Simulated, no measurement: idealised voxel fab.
process module | voxel double patterning
cross-section cut | 165 nm wide | cells 5 nm
A cross-section is a grid of square cells, given in bands from the top down. A band is one or more rows of cells.
Each band's line starts with the height of the band's top and of its bottom, in nm. Then come its materials from left to right, each with its width in nm. One material with "throughout" fills the band from edge to edge. "air" is empty space.
Height 0 is the level under which the wafer as received is all one material. The lowest band goes on downwards, as in "0 down".
A width such as "30 to 40" changes by the same amount from each row of cells to the next, from the band's top row to its bottom row.
"no change" after a step means that no cell of the cross-section changed.
closed voids: empty space of 8 cells or more with no open way to the top, each as width x height at its distance from the left edge, in nm
after a step's settings: what the simulator itself notes on the step
overlay nm, on a step with a mask: how far to the right of its planned place the mask lay; to the left if negative
plan
1 op RECEIVE | material Si
2 op CONFORMAL_DEP | material SiO2 | thk nm 5
3 op DIRECTIONAL_DEP | material TiN | thk nm 10
4 op DIRECTIONAL_DEP | material SiCN | thk nm 5
5 op MASKED_ETCH | tone open | mask id FIRST | width nm 15 | pitch nm 50 | etch materials SiCN | depth nm 5 | overlay nm 0
6 op MASKED_ETCH | tone open | mask id SECOND | width nm 15 | pitch nm 50 | etch materials SiCN | depth nm 5 | overlay nm 0
7 op DIRECTIONAL_ETCH | etch materials TiN | depth nm 10
8 op STRIP | etch materials SiCN
as received, after step 1
  0 down: Si throughout
  closed voids: none
a wafer at the end: this start, this plan, one mistake
  15 to 5: air 50 | TiN 15 | air 35 | TiN 15 | air 50
  5 to 0: SiO2 throughout
  0 down: Si throughout
  closed voids: none
what went wrong: step 6 ran as: op MASKED_ETCH | tone cover | mask id SECOND | width nm 15 | pitch nm 50 | etch materials SiCN | depth nm 5 | overlay nm 0
